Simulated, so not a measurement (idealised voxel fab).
process module | voxel transistor to metal
cross-section cut | 195 nm wide | cells 5 nm
A cross-section is a grid of square cells, given in bands from the top down. A band is one or more rows of cells.
Each band's line starts with the height of the band's top and of its bottom, in nm. Then come its materials from left to right, each with its width in nm. One material with "throughout" fills the band from edge to edge. "air" is empty space.
Height 0 is the level under which the wafer as received is all one material. The lowest band goes on downwards, as in "0 down".
A width such as "30 to 40" changes by the same amount from each row of cells to the next, from the band's top row to its bottom row.
"no change" after a step means that no cell of the cross-section changed.
closed voids: empty space of 8 cells or more with no open way to the top, each as width x height at its distance from the left edge, in nm
after a step's settings: what the simulator itself notes on the step
overlay nm, on a step with a mask: how far to the right of its planned place the mask lay; to the left if negative
plan
1 op RECEIVE | material Si
2 op OXIDIZE | depth nm 5
3 op CONFORMAL_DEP | material SiN | thk nm 15
4 op MASKED_ETCH | tone cover | mask id ACTIVE | width nm 100 | etch materials SiN | depth nm 15 | overlay nm 0
5 op MASKED_ETCH | tone cover | mask id ACTIVE | width nm 100 | etch materials SiO2 | depth nm 5 | overlay nm 0
6 op MASKED_ETCH | tone cover | mask id ACTIVE | width nm 100 | etch materials Si | depth nm 35 | overlay nm 0
7 op OXIDIZE | depth nm 5
8 op FILL_DEP | material SiO2 | thk nm 10
9 op CMP | height nm 15
10 op SELECTIVE_ETCH | etch materials SiO2 | depth nm 5
11 op STRIP | etch materials SiN
12 op SELECTIVE_ETCH | etch materials SiO2 | depth nm 5
13 op OXIDIZE | depth nm 5
14 op DIRECTIONAL_DEP | material polySi | thk nm 20
15 op DIRECTIONAL_DEP | material SiCN | thk nm 15
16 op PATTERN | tone cover | mask id GATE | material resist | width nm 20 | thk nm 20 | overlay nm 0
17 op DIRECTIONAL_ETCH | etch materials SiCN | depth nm 25
18 op DIRECTIONAL_ETCH | etch materials polySi | depth nm 30
19 op STRIP | etch materials resist
20 op CONFORMAL_DEP | material SiO2 | thk nm 5
21 op DIRECTIONAL_ETCH | etch materials SiO2 | depth nm 5
22 op CONFORMAL_DEP | material SiN | thk nm 10
23 op DIRECTIONAL_ETCH | etch materials SiN | depth nm 10
24 op DIRECTIONAL_ETCH | etch materials SiO2 | depth nm 5
25 op EPI | material nSi | thk nm 5
26 op FILL_DEP | material SiO2 | thk nm 5
27 op CMP | height nm 30
28 op DIRECTIONAL_DEP | material SiO2 | thk nm 15
29 op MASKED_ETCH | tone open | mask id CONTACT | width nm 25 | pitch nm 55 | etch materials SiO2 | depth nm 50 | overlay nm 0
30 op CONFORMAL_DEP | material TiN | thk nm 5
31 op FILL_DEP | material W | thk nm 5
32 op CMP | height nm 45
33 op DIRECTIONAL_DEP | material TiN | thk nm 5
34 op DIRECTIONAL_DEP | material Ru | thk nm 15
35 op DIRECTIONAL_DEP | material aC | thk nm 10
36 op PATTERN | tone cover | mask id METAL_1 | material resist | width nm 15 | pitch nm 65 | thk nm 30 | overlay nm 0
37 op DIRECTIONAL_ETCH | etch materials aC | depth nm 10
38 op STRIP | etch materials resist
39 op DIRECTIONAL_ETCH | etch materials Ru | depth nm 15
40 op DIRECTIONAL_ETCH | etch materials TiN | depth nm 5
41 op STRIP | etch materials aC
42 op CONFORMAL_DEP | material SiCN | thk nm 5
43 op FILL_DEP | material lowk | thk nm 5
44 op CMP | height nm 65
45 op CONFORMAL_DEP | material SiN | thk nm 5
first wafer, as planned
as received, after step 1
  0 down: Si throughout
  closed voids: none
after step 2
  0 to -5: SiO2 throughout
  below -5: unchanged
after step 3
  15 to 0: SiN throughout
  below 0: unchanged
after step 4
  15 to 0: air 45 | SiN 100 | air 50
  below 0: unchanged
after step 5
  15 to 0: air 45 | SiN 100 | air 50
  0 to -5: air 45 | SiO2 100 | air 50
  below -5: unchanged
after step 6
  15 to 0: air 45 | SiN 100 | air 50
  0 to -5: air 45 | SiO2 100 | air 50
  -5 to -40: air 45 | Si 100 | air 50
  below -40: unchanged
after step 7
  15 to 0: air 45 | SiN 100 | air 50
  0 to -5: air 45 | SiO2 100 | air 50
  -5 to -40: air 45 | SiO2 5 | Si 90 | SiO2 5 | air 50
  -40 to -45: SiO2 50 | Si 90 | SiO2 55
  below -45: unchanged
after step 8
  25 to 15: SiO2 throughout
  15 to 0: SiO2 45 | SiN 100 | SiO2 50
  0 to -5: SiO2 throughout
  -5 to -45: SiO2 50 | Si 90 | SiO2 55
  below -45: unchanged
after step 9
  15 to 0: SiO2 45 | SiN 100 | SiO2 50
  below 0: unchanged
after step 10
  15 to 10: air 45 | SiN 100 | air 50
  below 10: unchanged
after step 11
  10 to 0: SiO2 45 | air 100 | SiO2 50
  below 0: unchanged
after step 12
  5 to -5: SiO2 40 | air 110 | SiO2 45
  below -5: unchanged
after step 13
  5 to -5: SiO2 40 | air 110 | SiO2 45
  -5 to -10: SiO2 throughout
  below -10: unchanged
after step 14
  25 to 15: polySi 40 | air 110 | polySi 45
  15 to 5: polySi throughout
  5 to -5: SiO2 40 | polySi 110 | SiO2 45
  below -5: unchanged
after step 15
  40 to 30: SiCN 40 | air 110 | SiCN 45
  30 to 25: SiCN throughout
  25 to 15: polySi 40 | SiCN 110 | polySi 45
  below 15: unchanged
after step 16
  60 to 40: air 85 | resist 20 | air 90
  40 to 30: SiCN 40 | air 45 | resist 20 | air 45 | SiCN 45
  below 30: unchanged
after step 17
  60 to 30: air 85 | resist 20 | air 90
  30 to 25: air 85 | SiCN 20 | air 90
  25 to 15: polySi 40 | air 45 | SiCN 20 | air 45 | polySi 45
  below 15: unchanged
after step 18
  60 to 30: air 85 | resist 20 | air 90
  30 to 15: air 85 | SiCN 20 | air 90
  15 to 5: air 85 | polySi 20 | air 90
  5 to -5: SiO2 40 | air 45 | polySi 20 | air 45 | SiO2 45
  below -5: unchanged
after step 19
  30 to 15: air 85 | SiCN 20 | air 90
  below 15: unchanged
after step 20
  35 to 30: air 80 | SiO2 30 | air 85
  30 to 15: air 80 | SiO2 5 | SiCN 20 | SiO2 5 | air 85
  15 to 10: air 80 | SiO2 5 | polySi 20 | SiO2 5 | air 85
  10 to 0: SiO2 45 | air 35 | SiO2 5 | polySi 20 | SiO2 5 | air 35 | SiO2 50
  0 to -5: SiO2 85 | polySi 20 | SiO2 90
  below -5: unchanged
after step 21
  30 to 15: air 80 | SiO2 5 | SiCN 20 | SiO2 5 | air 85
  15 to 5: air 80 | SiO2 5 | polySi 20 | SiO2 5 | air 85
  5 to -5: SiO2 45 | air 35 | SiO2 5 | polySi 20 | SiO2 5 | air 35 | SiO2 50
  below -5: unchanged
after step 22
  40 to 30: air 70 | SiN 50 | air 75
  30 to 15: air 70 | SiN 10 | SiO2 5 | SiCN 20 | SiO2 5 | SiN 10 | air 75
  15 to 5: SiN 55 | air 15 | SiN 10 | SiO2 5 | polySi 20 | SiO2 5 | SiN 10 | air 15 | SiN 60
  5 to -5: SiO2 45 | SiN 35 | SiO2 5 | polySi 20 | SiO2 5 | SiN 35 | SiO2 50
  below -5: unchanged
after step 23
  30 to 15: air 70 | SiN 10 | SiO2 5 | SiCN 20 | SiO2 5 | SiN 10 | air 75
  15 to 5: air 70 | SiN 10 | SiO2 5 | polySi 20 | SiO2 5 | SiN 10 | air 75
  5 to -5: SiO2 45 | SiN 10 | air 15 | SiN 10 | SiO2 5 | polySi 20 | SiO2 5 | SiN 10 | air 15 | SiN 10 | SiO2 50
  below -5: unchanged
after step 24
  30 to 25: air 70 | SiN 10 | air 5 | SiCN 20 | air 5 | SiN 10 | air 75
  25 to 15: air 70 | SiN 10 | SiO2 5 | SiCN 20 | SiO2 5 | SiN 10 | air 75
  15 to 5: air 70 | SiN 10 | SiO2 5 | polySi 20 | SiO2 5 | SiN 10 | air 75
  5 to 0: air 45 | SiN 10 | air 15 | SiN 10 | SiO2 5 | polySi 20 | SiO2 5 | SiN 10 | air 15 | SiN 10 | air 50
  0 to -5: SiO2 45 | SiN 10 | air 15 | SiN 10 | SiO2 5 | polySi 20 | SiO2 5 | SiN 10 | air 15 | SiN 10 | SiO2 50
  -5 to -10: SiO2 55 | air 15 | SiO2 50 | air 15 | SiO2 60
  below -10: unchanged
after step 25
  30 to 25: air 70 | SiN 10 | air 5 | SiCN 20 | air 5 | SiN 10 | air 75
  25 to 15: air 70 | SiN 10 | SiO2 5 | SiCN 20 | SiO2 5 | SiN 10 | air 75
  15 to 5: air 70 | SiN 10 | SiO2 5 | polySi 20 | SiO2 5 | SiN 10 | air 75
  5 to 0: air 45 | SiN 10 | air 15 | SiN 10 | SiO2 5 | polySi 20 | SiO2 5 | SiN 10 | air 15 | SiN 10 | air 50
  0 to -5: SiO2 45 | SiN 10 | air 15 | SiN 10 | SiO2 5 | polySi 20 | SiO2 5 | SiN 10 | air 15 | SiN 10 | SiO2 50
  -5 to -10: SiO2 55 | nSi 15 | SiO2 50 | nSi 15 | SiO2 60
  below -10: unchanged
after step 26
  35 to 30: SiO2 throughout
  30 to 15: SiO2 70 | SiN 10 | SiO2 5 | SiCN 20 | SiO2 5 | SiN 10 | SiO2 75
  15 to 5: SiO2 70 | SiN 10 | SiO2 5 | polySi 20 | SiO2 5 | SiN 10 | SiO2 75
  5 to -5: SiO2 45 | SiN 10 | SiO2 15 | SiN 10 | SiO2 5 | polySi 20 | SiO2 5 | SiN 10 | SiO2 15 | SiN 10 | SiO2 50
  below -5: unchanged
after step 27
  30 to 15: SiO2 70 | SiN 10 | SiO2 5 | SiCN 20 | SiO2 5 | SiN 10 | SiO2 75
  below 15: unchanged
after step 28
  45 to 30: SiO2 throughout
  below 30: unchanged
after step 29
  45 to 30: SiO2 55 | air 25 | SiO2 30 | air 25 | SiO2 60
  30 to 15: SiO2 55 | air 15 | SiN 10 | SiO2 5 | SiCN 20 | SiO2 5 | SiN 10 | air 15 | SiO2 60
  15 to 5: SiO2 55 | air 15 | SiN 10 | SiO2 5 | polySi 20 | SiO2 5 | SiN 10 | air 15 | SiO2 60
  5 to -5: SiO2 45 | SiN 10 | air 15 | SiN 10 | SiO2 5 | polySi 20 | SiO2 5 | SiN 10 | air 15 | SiN 10 | SiO2 50
  below -5: unchanged
after step 30
  50 to 45: TiN 60 | air 15 | TiN 40 | air 15 | TiN 65
  45 to 35: SiO2 55 | TiN 5 | air 15 | TiN 5 | SiO2 30 | TiN 5 | air 15 | TiN 5 | SiO2 60
  35 to 30: SiO2 55 | TiN 5 | air 5 | TiN 15 | SiO2 30 | TiN 15 | air 5 | TiN 5 | SiO2 60
  30 to 15: SiO2 55 | TiN 5 | air 5 | TiN 5 | SiN 10 | SiO2 5 | SiCN 20 | SiO2 5 | SiN 10 | TiN 5 | air 5 | TiN 5 | SiO2 60
  15 to 5: SiO2 55 | TiN 5 | air 5 | TiN 5 | SiN 10 | SiO2 5 | polySi 20 | SiO2 5 | SiN 10 | TiN 5 | air 5 | TiN 5 | SiO2 60
  5 to 0: SiO2 45 | SiN 10 | TiN 5 | air 5 | TiN 5 | SiN 10 | SiO2 5 | polySi 20 | SiO2 5 | SiN 10 | TiN 5 | air 5 | TiN 5 | SiN 10 | SiO2 50
  0 to -5: SiO2 45 | SiN 10 | TiN 15 | SiN 10 | SiO2 5 | polySi 20 | SiO2 5 | SiN 10 | TiN 15 | SiN 10 | SiO2 50
  below -5: unchanged
after step 31
  55 to 50: W throughout
  50 to 45: TiN 60 | W 15 | TiN 40 | W 15 | TiN 65
  45 to 35: SiO2 55 | TiN 5 | W 15 | TiN 5 | SiO2 30 | TiN 5 | W 15 | TiN 5 | SiO2 60
  35 to 30: SiO2 55 | TiN 5 | W 5 | TiN 15 | SiO2 30 | TiN 15 | W 5 | TiN 5 | SiO2 60
  30 to 15: SiO2 55 | TiN 5 | W 5 | TiN 5 | SiN 10 | SiO2 5 | SiCN 20 | SiO2 5 | SiN 10 | TiN 5 | W 5 | TiN 5 | SiO2 60
  15 to 5: SiO2 55 | TiN 5 | W 5 | TiN 5 | SiN 10 | SiO2 5 | polySi 20 | SiO2 5 | SiN 10 | TiN 5 | W 5 | TiN 5 | SiO2 60
  5 to 0: SiO2 45 | SiN 10 | TiN 5 | W 5 | TiN 5 | SiN 10 | SiO2 5 | polySi 20 | SiO2 5 | SiN 10 | TiN 5 | W 5 | TiN 5 | SiN 10 | SiO2 50
  below 0: unchanged
after step 32
  45 to 35: SiO2 55 | TiN 5 | W 15 | TiN 5 | SiO2 30 | TiN 5 | W 15 | TiN 5 | SiO2 60
  below 35: unchanged
after step 33
  50 to 45: TiN throughout
  below 45: unchanged
after step 34
  65 to 50: Ru throughout
  below 50: unchanged
after step 35
  75 to 65: aC throughout
  below 65: unchanged
after step 36
  105 to 75: air 55 | resist 15 | air 50 | resist 15 | air 60
  below 75: unchanged
after step 37
  95 to 75: air 55 | resist 15 | air 50 | resist 15 | air 60
  75 to 65: air 55 | aC 15 | air 50 | aC 15 | air 60
  below 65: unchanged
after step 38
  75 to 65: air 55 | aC 15 | air 50 | aC 15 | air 60
  below 65: unchanged
after step 39
  75 to 65: air 55 | aC 15 | air 50 | aC 15 | air 60
  65 to 50: air 55 | Ru 15 | air 50 | Ru 15 | air 60
  below 50: unchanged
after step 40
  75 to 65: air 55 | aC 15 | air 50 | aC 15 | air 60
  65 to 50: air 55 | Ru 15 | air 50 | Ru 15 | air 60
  50 to 45: air 55 | TiN 15 | air 50 | TiN 15 | air 60
  below 45: unchanged
after step 41
  65 to 50: air 55 | Ru 15 | air 50 | Ru 15 | air 60
  below 50: unchanged
after step 42
  70 to 65: air 50 | SiCN 25 | air 40 | SiCN 25 | air 55
  65 to 50: air 50 | SiCN 5 | Ru 15 | SiCN 5 | air 40 | SiCN 5 | Ru 15 | SiCN 5 | air 55
  50 to 45: SiCN 55 | TiN 15 | SiCN 50 | TiN 15 | SiCN 60
  below 45: unchanged
after step 43
  75 to 70: lowk throughout
  70 to 65: lowk 50 | SiCN 25 | lowk 40 | SiCN 25 | lowk 55
  65 to 50: lowk 50 | SiCN 5 | Ru 15 | SiCN 5 | lowk 40 | SiCN 5 | Ru 15 | SiCN 5 | lowk 55
  below 50: unchanged
after step 44
  65 to 50: lowk 50 | SiCN 5 | Ru 15 | SiCN 5 | lowk 40 | SiCN 5 | Ru 15 | SiCN 5 | lowk 55
  below 50: unchanged
after step 45
  70 to 65: SiN throughout
  below 65: unchanged
second wafer: like start, like plan, one mistake. Through step 35 it matches the first wafer
when step 36 should have ended
  105 to 75: air 60 | resist 15 | air 50 | resist 15 | air 55
  below 75: unchanged
when step 37 should have ended
  95 to 75: air 60 | resist 15 | air 50 | resist 15 | air 55
  75 to 65: air 60 | aC 15 | air 50 | aC 15 | air 55
  below 65: unchanged
when step 38 should have ended
  75 to 65: air 60 | aC 15 | air 50 | aC 15 | air 55
  below 65: unchanged
when step 39 should have ended
  75 to 65: air 60 | aC 15 | air 50 | aC 15 | air 55
  65 to 50: air 60 | Ru 15 | air 50 | Ru 15 | air 55
  below 50: unchanged
when step 40 should have ended
  75 to 65: air 60 | aC 15 | air 50 | aC 15 | air 55
  65 to 50: air 60 | Ru 15 | air 50 | Ru 15 | air 55
  50 to 45: air 60 | TiN 15 | air 50 | TiN 15 | air 55
  below 45: unchanged
when step 41 should have ended
  65 to 50: air 60 | Ru 15 | air 50 | Ru 15 | air 55
  below 50: unchanged
when step 42 should have ended
  70 to 65: air 55 | SiCN 25 | air 40 | SiCN 25 | air 50
  65 to 50: air 55 | SiCN 5 | Ru 15 | SiCN 5 | air 40 | SiCN 5 | Ru 15 | SiCN 5 | air 50
  50 to 45: SiCN 60 | TiN 15 | SiCN 50 | TiN 15 | SiCN 55
  below 45: unchanged
when step 43 should have ended
  75 to 70: lowk throughout
  70 to 65: lowk 55 | SiCN 25 | lowk 40 | SiCN 25 | lowk 50
  65 to 50: lowk 55 | SiCN 5 | Ru 15 | SiCN 5 | lowk 40 | SiCN 5 | Ru 15 | SiCN 5 | lowk 50
  below 50: unchanged
when step 44 should have ended
  65 to 50: lowk 55 | SiCN 5 | Ru 15 | SiCN 5 | lowk 40 | SiCN 5 | Ru 15 | SiCN 5 | lowk 50
  below 50: unchanged
when step 45 should have ended
  70 to 65: SiN throughout
  below 65: unchanged
what went wrong: step 36 ran as: op PATTERN | tone cover | mask id METAL_1 | material resist | width nm 15 | pitch nm 65 | thk nm 30 | overlay nm 5
at the end the second wafer has, in cells: as many of each material as the first, in other places
